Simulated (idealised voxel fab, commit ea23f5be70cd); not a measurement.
process module | voxel wiring stack
cross-section cut | 230 nm wide | cells 5 nm
A cross-section is a grid of square cells, given in bands from the top down. A band is one or more rows of cells.
Each band's line starts with the height of the band's top and of its bottom, in nm. Then come its materials from left to right, each with its width in nm. One material with "throughout" fills the band from edge to edge. "air" is empty space.
Height 0 is the level under which the wafer as received is all one material. The lowest band goes on downwards, as in "0 down".
A width such as "30 to 40" changes by the same amount from each row of cells to the next, from the band's top row to its bottom row.
"no change" after a step means that no cell of the cross-section changed.
closed voids: empty space of 8 cells or more with no open way to the top, each as width x height at its distance from the left edge, in nm
after a step's settings: what the simulator itself notes on the step
overlay nm, on a step with a mask: how far to the right of its planned place the mask lay; to the left if negative
plan
1 op RECEIVE | material Si
2 op CONFORMAL_DEP | material SiO2 | thk nm 15
3 op CONFORMAL_DEP | material SiN | thk nm 5
4 op DIRECTIONAL_DEP | material lowk | thk nm 15
5 op PATTERN | tone open | mask id METAL_1 | material resist | width nm 20 | pitch nm 50 | thk nm 20 | overlay nm 0
6 op DIRECTIONAL_ETCH | etch materials lowk | depth nm 15
7 op DIRECTIONAL_ETCH | etch materials SiN | depth nm 5
8 op STRIP | etch materials resist
9 op CONFORMAL_DEP | material TiN | thk nm 5
10 op FILL_DEP | material W | thk nm 10
11 op CMP | height nm 35
12 op EPI | material Ru | thk nm 5
13 op FILL_DEP | material SiCN | thk nm 5
14 op DIRECTIONAL_DEP | material lowk | thk nm 30
15 op PATTERN | tone open | mask id METAL_2_HOLES | material resist | width nm 15 | pitch nm 50 | thk nm 20 | overlay nm 0
16 op DIRECTIONAL_ETCH | etch materials lowk | depth nm 30
17 op STRIP | etch materials resist
18 op DIRECTIONAL_DEP | material aC | thk nm 15
19 op PATTERN | tone open | mask id METAL_2 | material resist | width nm 20 | pitch nm 50 | thk nm 30 | overlay nm 0
20 op DIRECTIONAL_ETCH | etch materials aC | depth nm 15
21 op STRIP | etch materials resist
22 op DIRECTIONAL_ETCH | etch materials lowk | depth nm 20
23 op DIRECTIONAL_ETCH | etch materials SiCN | depth nm 5
24 op STRIP | etch materials aC
25 op CONFORMAL_DEP | material TiN | thk nm 5
26 op FILL_DEP | material Cu | thk nm 5
27 op CMP | height nm 75
28 op CONFORMAL_DEP | material SiCN | thk nm 5
29 op DIRECTIONAL_DEP | material lowk | thk nm 25
30 op MASKED_ETCH | tone open | mask id METAL_3_HOLES | width nm 15 | pitch nm 50 | etch materials lowk | depth nm 25 | overlay nm 0
31 op DIRECTIONAL_DEP | material aC | thk nm 10
32 op PATTERN | tone open | mask id METAL_3 | material resist | width nm 20 | pitch nm 50 | thk nm 30 | overlay nm 0
33 op DIRECTIONAL_ETCH | etch materials aC | depth nm 10
34 op STRIP | etch materials resist
35 op DIRECTIONAL_ETCH | etch materials lowk | depth nm 15
36 op DIRECTIONAL_ETCH | etch materials SiCN | depth nm 5
37 op STRIP | etch materials aC
38 op CONFORMAL_DEP | material TiN | thk nm 5
39 op FILL_DEP | material Ru | thk nm 5
40 op CMP | height nm 105
41 op CONFORMAL_DEP | material SiN | thk nm 5
as received, after step 1
  0 down: Si throughout
  closed voids: none
first wafer at the end, as planned
  110 to 105: SiN throughout
  105 to 95: lowk 30 | TiN 5 | Ru 10 | TiN 5 | lowk 30 | TiN 5 | Ru 10 | TiN 5 | lowk 30 | TiN 5 | Ru 10 | TiN 5 | lowk 30 | TiN 5 | Ru 10 | TiN 5 | lowk 30
  95 to 90: lowk 30 | TiN 5 | Ru 5 | TiN 10 | lowk 30 | TiN 5 | Ru 5 | TiN 10 | lowk 30 | TiN 5 | Ru 5 | TiN 10 | lowk 30 | TiN 5 | Ru 5 | TiN 10 | lowk 30
  90 to 80: lowk 30 | TiN 5 | Ru 5 | TiN 5 | lowk 35 | TiN 5 | Ru 5 | TiN 5 | lowk 35 | TiN 5 | Ru 5 | TiN 5 | lowk 35 | TiN 5 | Ru 5 | TiN 5 | lowk 35
  80 to 75: SiCN 30 | TiN 15 | SiCN 35 | TiN 15 | SiCN 35 | TiN 15 | SiCN 35 | TiN 15 | SiCN 35
  75 to 60: lowk 30 | TiN 5 | Cu 10 | TiN 5 | lowk 30 | TiN 5 | Cu 10 | TiN 5 | lowk 30 | TiN 5 | Cu 10 | TiN 5 | lowk 30 | TiN 5 | Cu 10 | TiN 5 | lowk 30
  60 to 55: lowk 30 | TiN 5 | Cu 5 | TiN 10 | lowk 30 | TiN 5 | Cu 5 | TiN 10 | lowk 30 | TiN 5 | Cu 5 | TiN 10 | lowk 30 | TiN 5 | Cu 5 | TiN 10 | lowk 30
  55 to 45: lowk 30 | TiN 5 | Cu 5 | TiN 5 | lowk 35 | TiN 5 | Cu 5 | TiN 5 | lowk 35 | TiN 5 | Cu 5 | TiN 5 | lowk 35 | TiN 5 | Cu 5 | TiN 5 | lowk 35
  45 to 40: SiCN 30 | TiN 15 | SiCN 35 | TiN 15 | SiCN 35 | TiN 15 | SiCN 35 | TiN 15 | SiCN 35
  40 to 35: SiCN 25 | Ru 30 | SiCN 20 | Ru 30 | SiCN 20 | Ru 30 | SiCN 20 | Ru 30 | SiCN 25
  35 to 20: lowk 30 | TiN 5 | W 10 | TiN 5 | lowk 30 | TiN 5 | W 10 | TiN 5 | lowk 30 | TiN 5 | W 10 | TiN 5 | lowk 30 | TiN 5 | W 10 | TiN 5 | lowk 30
  20 to 15: SiN 30 | TiN 20 | SiN 30 | TiN 20 | SiN 30 | TiN 20 | SiN 30 | TiN 20 | SiN 30
  15 to 0: SiO2 throughout
  0 down: Si throughout
  closed voids: none
second wafer at the end: like start, like plan, one mistake
  110 to 105: SiN throughout
  105 to 95: lowk 20 | TiN 5 | Ru 15 | TiN 5 | lowk 25 | TiN 5 | Ru 15 | TiN 5 | lowk 25 | TiN 5 | Ru 15 | TiN 5 | lowk 25 | TiN 5 | Ru 15 | TiN 5 | lowk 35
  95 to 85: lowk 20 to 30 | TiN 15 to 5 | Ru 5 | TiN 5 | lowk 25 to 35 | TiN 15 to 5 | Ru 5 | TiN 5 | lowk 25 to 35 | TiN 15 to 5 | Ru 5 | TiN 5 | lowk 25 to 35 | TiN 15 to 5 | Ru 5 | TiN 5 | lowk 35
  85 to 80: lowk 30 | TiN 15 | lowk 35 | TiN 15 | lowk 35 | TiN 15 | lowk 35 | TiN 15 | lowk 35
  80 to 75: SiCN 30 | TiN 10 | SiCN 40 | TiN 10 | SiCN 40 | TiN 10 | SiCN 40 | TiN 10 | SiCN 40
  75 to 60: lowk 30 | TiN 5 | Cu 10 | TiN 5 | lowk 30 | TiN 5 | Cu 10 | TiN 5 | lowk 30 | TiN 5 | Cu 10 | TiN 5 | lowk 30 | TiN 5 | Cu 10 | TiN 5 | lowk 30
  60 to 55: lowk 30 | TiN 5 | Cu 5 | TiN 10 | lowk 30 | TiN 5 | Cu 5 | TiN 10 | lowk 30 | TiN 5 | Cu 5 | TiN 10 | lowk 30 | TiN 5 | Cu 5 | TiN 10 | lowk 30
  55 to 45: lowk 30 | TiN 5 | Cu 5 | TiN 5 | lowk 35 | TiN 5 | Cu 5 | TiN 5 | lowk 35 | TiN 5 | Cu 5 | TiN 5 | lowk 35 | TiN 5 | Cu 5 | TiN 5 | lowk 35
  45 to 40: SiCN 30 | TiN 15 | SiCN 35 | TiN 15 | SiCN 35 | TiN 15 | SiCN 35 | TiN 15 | SiCN 35
  40 to 35: SiCN 25 | Ru 30 | SiCN 20 | Ru 30 | SiCN 20 | Ru 30 | SiCN 20 | Ru 30 | SiCN 25
  35 to 20: lowk 30 | TiN 5 | W 10 | TiN 5 | lowk 30 | TiN 5 | W 10 | TiN 5 | lowk 30 | TiN 5 | W 10 | TiN 5 | lowk 30 | TiN 5 | W 10 | TiN 5 | lowk 30
  20 to 15: SiN 30 | TiN 20 | SiN 30 | TiN 20 | SiN 30 | TiN 20 | SiN 30 | TiN 20 | SiN 30
  15 to 0: SiO2 throughout
  0 down: Si throughout
  closed voids: none
what went wrong: step 32 ran as: op PATTERN | tone open | mask id METAL_3 | material resist | width nm 20 | pitch nm 50 | thk nm 30 | overlay nm -10
at the end the second wafer has, in cells: 4 more of Ru | 4 more of SiCN | 4 more of TiN | 12 fewer of lowk
